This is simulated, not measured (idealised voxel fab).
You're looking at the process module voxel ribs on slabs.
The cross-section on display is named cut; it measures 270 nm wide, and its cells are 5 nm squares.
When this document writes out a cross-section, it uses a grid of square cells and lists it as bands, beginning at the top and moving down, with a band standing for one or more rows of cells. Within each band entry, the heights of the top and of the bottom of the band appear first, in that order and in nm; the materials of the band then follow from left to right, each with its corresponding width in nm. The designation "full width" on a single material indicates that it fills the band from edge to edge; the designation "empty" indicates empty space. All heights in this document are referenced to 0, defined as the level beneath which the wafer, as received, consists entirely of one material. The lowest band is not bounded below; it extends indefinitely downward and is written in the form "0 -> down". Width: "30..40" (first number = top row, second number = bottom row, same change from row to row of cells). "remained unchanged" after a step means that no cell of the cross-section changed. This entry, "Closed void roster", enumerates those empty regions of no fewer than 8 cells that possess no open connection to the top. Each region is reported in the form width x height at distance, the distance being taken from the left edge, with all three quantities expressed in nm. Post-settings text on a step line: simulator's own remark regarding the step. The "overlay nm" setting may appear on a step's line; for a step that uses a mask, it gives how far to the right of its planned position the mask lay, and a negative value indicates the left.
# Planned step list for the process
1 op RECEIVE | material Si
2 op DIRECTIONAL_DEP | material SiO2 | thk nm 30
3 op DIRECTIONAL_DEP | material polySi | thk nm 25
4 op MASKED_ETCH | tone cover | mask id RIB | width nm 20 | etch materials polySi | depth nm 20 | overlay nm 0
5 op PATTERN | tone cover | mask id SLAB | material resist | width nm 70 | thk nm 20 | overlay nm 0
6 op DIRECTIONAL_ETCH | etch materials polySi | depth nm 5
7 op STRIP | etch materials resist
8 op FILL_DEP | material SiO2 | thk nm 20
9 op CMP | height nm 65
10 op DIRECTIONAL_DEP | material TiN | thk nm 10
11 op DIRECTIONAL_DEP | material aC | thk nm 10
12 op PATTERN | tone cover | mask id HEATER | material resist | width nm 30 | thk nm 30 | overlay nm 0
13 op DIRECTIONAL_ETCH | etch materials aC | depth nm 10
14 op STRIP | etch materials resist
15 op DIRECTIONAL_ETCH | etch materials TiN | depth nm 10
16 op STRIP | etch materials aC
17 op CONFORMAL_DEP | material SiO2 | thk nm 10
# Cross-section: wafer on arrival = after step 1
* 0 -> down: Si full width
* Closed void roster: none
# Figure: cross-sectional view of the wafer upon completion of the module, processed from the initial state and according to the plan depicted above, with one error introduced during execution
* 85 -> 75: empty=110 | SiO2=50 | empty=110
* 75 -> 65: SiO2=120 | TiN=30 | SiO2=120
* 65 -> 55: SiO2 full width
* 55 -> 35: SiO2=125 | polySi=20 | SiO2=125
* 35 -> 30: SiO2=105 | polySi=65 | SiO2=100
* 30 -> 0: SiO2 full width
* 0 -> down: Si full width
* Closed void roster: none
what went wrong: for step 5, the planned setting was not used; the step was instead run as op PATTERN | tone cover | mask id SLAB | material resist | width nm 65 | thk nm 20 | overlay nm 0
